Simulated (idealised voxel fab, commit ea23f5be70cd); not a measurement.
Process module heading - voxel double patterning
This is section cut - it's 165 nm across, gridded in 5 nm square cells.
In this document a cross-section is written as a grid of square cells. It is given as a series of bands, listed from the top down, and a band is one or more rows of cells.
Top height, bottom height, nm. Materials left to right, width each, nm. Single material + "all across" = fills band edge to edge. "air" = empty.
Zero point of the height axis is 0; under it, received wafer = one material. Lowest band: continues down indefinitely, "top 0, no bottom".
You'd read "30 to 40" like this: the band's top row of cells is as wide as the first number, its bottom row is as wide as the second, and going down, every row changes width by the same amount as the row before did.
"no modifications" -> step changed no cross-section cell.
Empty spaces without an open route to the top, at least 8 cells in extent, make up the entry "Enclosed cavities"; each is given as width x height at distance, where the distance is measured from the left edge, and all are in nm.
Post-settings text on a step line: simulator's own remark regarding the step.
overlay nm, on a step with a mask: how far to the right of its planned place the mask lay; to the left if negative

Listed below are the process steps as planned:
1. RECEIVE (material Si)
2. CONFORMAL_DEP (material SiO2; thk nm 10)
3. DIRECTIONAL_DEP (material polySi; thk nm 15)
4. DIRECTIONAL_DEP (material SiN; thk nm 10)
5. DIRECTIONAL_DEP (material aC; thk nm 10)
6. PATTERN (tone open; mask id FIRST; material resist; width nm 15; pitch nm 50; thk nm 30; overlay nm 0)
7. DIRECTIONAL_ETCH (etch materials aC; depth nm 10)
8. STRIP (etch materials resist)
9. DIRECTIONAL_ETCH (etch materials SiN; depth nm 10)
10. STRIP (etch materials aC)
11. DIRECTIONAL_DEP (material aC; thk nm 10)
12. PATTERN (tone open; mask id SECOND; material resist; width nm 15; pitch nm 50; thk nm 30; overlay nm 0)
13. DIRECTIONAL_ETCH (etch materials aC; depth nm 10)
14. STRIP (etch materials resist)
15. DIRECTIONAL_ETCH (etch materials SiN; depth nm 10)
16. STRIP (etch materials aC)
17. DIRECTIONAL_ETCH (etch materials polySi; depth nm 15)
18. STRIP (etch materials SiN)

Concerning the first of two wafers, which was run in accordance with the plan:

As-received state of the wafer in cross-section, equivalent to post-step 1:
	top 0, no bottom = Si all across
	Enclosed cavities: none

Wafer xsec, post step 2:
	top 10, bottom 0 = SiO2 all across
	below 0: unchanged

Wafer xsec, post step 3:
	top 25, bottom 10 = polySi all across
	below 10: unchanged

Wafer xsec, post step 4:
	top 35, bottom 25 = SiN all across
	below 25: unchanged

Wafer xsec, post step 5:
	top 45, bottom 35 = aC all across
	below 35: unchanged

Wafer xsec, post step 6:
	top 75, bottom 45 = 25 nm resist; 15 nm air; 35 nm resist; 15 nm air; 35 nm resist; 15 nm air; 25 nm resist
	below 45: unchanged

Wafer xsec, post step 7:
	top 65, bottom 45 = 25 nm resist; 15 nm air; 35 nm resist; 15 nm air; 35 nm resist; 15 nm air; 25 nm resist
	top 45, bottom 35 = 25 nm aC; 15 nm air; 35 nm aC; 15 nm air; 35 nm aC; 15 nm air; 25 nm aC
	below 35: unchanged

Wafer xsec, post step 8:
	top 45, bottom 35 = 25 nm aC; 15 nm air; 35 nm aC; 15 nm air; 35 nm aC; 15 nm air; 25 nm aC
	below 35: unchanged

Wafer xsec, post step 9:
	top 45, bottom 35 = 25 nm aC; 15 nm air; 35 nm aC; 15 nm air; 35 nm aC; 15 nm air; 25 nm aC
	top 35, bottom 25 = 25 nm SiN; 15 nm air; 35 nm SiN; 15 nm air; 35 nm SiN; 15 nm air; 25 nm SiN
	below 25: unchanged

Wafer xsec, post step 10:
	top 35, bottom 25 = 25 nm SiN; 15 nm air; 35 nm SiN; 15 nm air; 35 nm SiN; 15 nm air; 25 nm SiN
	below 25: unchanged

Wafer xsec, post step 11:
	top 45, bottom 35 = 25 nm aC; 15 nm air; 35 nm aC; 15 nm air; 35 nm aC; 15 nm air; 25 nm aC
	top 35, bottom 25 = 25 nm SiN; 15 nm aC; 35 nm SiN; 15 nm aC; 35 nm SiN; 15 nm aC; 25 nm SiN
	below 25: unchanged

Wafer xsec, post step 12:
	top 75, bottom 45 = 50 nm resist; 15 nm air; 35 nm resist; 15 nm air; 50 nm resist
	top 45, bottom 35 = 25 nm aC; 15 nm resist; 35 nm aC; 15 nm resist; 35 nm aC; 15 nm resist; 25 nm aC
	below 35: unchanged

Wafer xsec, post step 13:
	top 65, bottom 45 = 50 nm resist; 15 nm air; 35 nm resist; 15 nm air; 50 nm resist
	top 45, bottom 35 = 25 nm aC; 15 nm resist; 10 nm aC; 15 nm air; 10 nm aC; 15 nm resist; 10 nm aC; 15 nm air; 10 nm aC; 15 nm resist; 25 nm aC
	below 35: unchanged

Wafer xsec, post step 14:
	top 45, bottom 35 = 25 nm aC; 15 nm air; 10 nm aC; 15 nm air; 10 nm aC; 15 nm air; 10 nm aC; 15 nm air; 10 nm aC; 15 nm air; 25 nm aC
	below 35: unchanged

Wafer xsec, post step 15:
	top 45, bottom 35 = 25 nm aC; 15 nm air; 10 nm aC; 15 nm air; 10 nm aC; 15 nm air; 10 nm aC; 15 nm air; 10 nm aC; 15 nm air; 25 nm aC
	top 35, bottom 25 = 25 nm SiN; 15 nm aC; 10 nm SiN; 15 nm air; 10 nm SiN; 15 nm aC; 10 nm SiN; 15 nm air; 10 nm SiN; 15 nm aC; 25 nm SiN
	below 25: unchanged

Wafer xsec, post step 16:
	top 35, bottom 25 = 25 nm SiN; 15 nm air; 10 nm SiN; 15 nm air; 10 nm SiN; 15 nm air; 10 nm SiN; 15 nm air; 10 nm SiN; 15 nm air; 25 nm SiN
	below 25: unchanged

Wafer xsec, post step 17:
	top 35, bottom 25 = 25 nm SiN; 15 nm air; 10 nm SiN; 15 nm air; 10 nm SiN; 15 nm air; 10 nm SiN; 15 nm air; 10 nm SiN; 15 nm air; 25 nm SiN
	top 25, bottom 10 = 25 nm polySi; 15 nm air; 10 nm polySi; 15 nm air; 10 nm polySi; 15 nm air; 10 nm polySi; 15 nm air; 10 nm polySi; 15 nm air; 25 nm polySi
	below 10: unchanged

Wafer xsec, post step 18:
	top 25, bottom 10 = 25 nm polySi; 15 nm air; 10 nm polySi; 15 nm air; 10 nm polySi; 15 nm air; 10 nm polySi; 15 nm air; 10 nm polySi; 15 nm air; 25 nm polySi
	below 10: unchanged

Second of two: same start, same plan, one run error; steps up to and including 1 match the first:

Second wafer, cross-section, planned end of step 2:
	top 15, bottom 0 = polySi all across
	below 0: unchanged

Second wafer, cross-section, planned end of step 3:
	top 25, bottom 15 = SiO2 all across
	below 15: unchanged

Second wafer, cross-section, planned end of step 4:
	top 35, bottom 25 = SiN all across
	below 25: unchanged

Second wafer, cross-section, planned end of step 5:
	top 45, bottom 35 = aC all across
	below 35: unchanged

Second wafer, cross-section, planned end of step 6:
	top 75, bottom 45 = 25 nm resist; 15 nm air; 35 nm resist; 15 nm air; 35 nm resist; 15 nm air; 25 nm resist
	below 45: unchanged

Second wafer, cross-section, planned end of step 7:
	top 65, bottom 45 = 25 nm resist; 15 nm air; 35 nm resist; 15 nm air; 35 nm resist; 15 nm air; 25 nm resist
	top 45, bottom 35 = 25 nm aC; 15 nm air; 35 nm aC; 15 nm air; 35 nm aC; 15 nm air; 25 nm aC
	below 35: unchanged

Second wafer, cross-section, planned end of step 8:
	top 45, bottom 35 = 25 nm aC; 15 nm air; 35 nm aC; 15 nm air; 35 nm aC; 15 nm air; 25 nm aC
	below 35: unchanged

Second wafer, cross-section, planned end of step 9:
	top 45, bottom 35 = 25 nm aC; 15 nm air; 35 nm aC; 15 nm air; 35 nm aC; 15 nm air; 25 nm aC
	top 35, bottom 25 = 25 nm SiN; 15 nm air; 35 nm SiN; 15 nm air; 35 nm SiN; 15 nm air; 25 nm SiN
	below 25: unchanged

Second wafer, cross-section, planned end of step 10:
	top 35, bottom 25 = 25 nm SiN; 15 nm air; 35 nm SiN; 15 nm air; 35 nm SiN; 15 nm air; 25 nm SiN
	below 25: unchanged

Second wafer, cross-section, planned end of step 11:
	top 45, bottom 35 = 25 nm aC; 15 nm air; 35 nm aC; 15 nm air; 35 nm aC; 15 nm air; 25 nm aC
	top 35, bottom 25 = 25 nm SiN; 15 nm aC; 35 nm SiN; 15 nm aC; 35 nm SiN; 15 nm aC; 25 nm SiN
	below 25: unchanged

Second wafer, cross-section, planned end of step 12:
	top 75, bottom 45 = 50 nm resist; 15 nm air; 35 nm resist; 15 nm air; 50 nm resist
	top 45, bottom 35 = 25 nm aC; 15 nm resist; 35 nm aC; 15 nm resist; 35 nm aC; 15 nm resist; 25 nm aC
	below 35: unchanged

Second wafer, cross-section, planned end of step 13:
	top 65, bottom 45 = 50 nm resist; 15 nm air; 35 nm resist; 15 nm air; 50 nm resist
	top 45, bottom 35 = 25 nm aC; 15 nm resist; 10 nm aC; 15 nm air; 10 nm aC; 15 nm resist; 10 nm aC; 15 nm air; 10 nm aC; 15 nm resist; 25 nm aC
	below 35: unchanged

Second wafer, cross-section, planned end of step 14:
	top 45, bottom 35 = 25 nm aC; 15 nm air; 10 nm aC; 15 nm air; 10 nm aC; 15 nm air; 10 nm aC; 15 nm air; 10 nm aC; 15 nm air; 25 nm aC
	below 35: unchanged

Second wafer, cross-section, planned end of step 15:
	top 45, bottom 35 = 25 nm aC; 15 nm air; 10 nm aC; 15 nm air; 10 nm aC; 15 nm air; 10 nm aC; 15 nm air; 10 nm aC; 15 nm air; 25 nm aC
	top 35, bottom 25 = 25 nm SiN; 15 nm aC; 10 nm SiN; 15 nm air; 10 nm SiN; 15 nm aC; 10 nm SiN; 15 nm air; 10 nm SiN; 15 nm aC; 25 nm SiN
	below 25: unchanged

Second wafer, cross-section, planned end of step 16:
	top 35, bottom 25 = 25 nm SiN; 15 nm air; 10 nm SiN; 15 nm air; 10 nm SiN; 15 nm air; 10 nm SiN; 15 nm air; 10 nm SiN; 15 nm air; 25 nm SiN
	below 25: unchanged

Second wafer, cross-section, planned end of step 17: no modifications

Second wafer, cross-section, planned end of step 18:
	top 25, bottom 15 = SiO2 all across
	below 15: unchanged
Heads up, the wafer didn't run the way we planned it: the intended sequence of steps 2 and 3 was reversed during processing, with each occupying the position of the other
Final tally in cells, some materials are higher or lower on the second wafer than on the first: +45 polySi
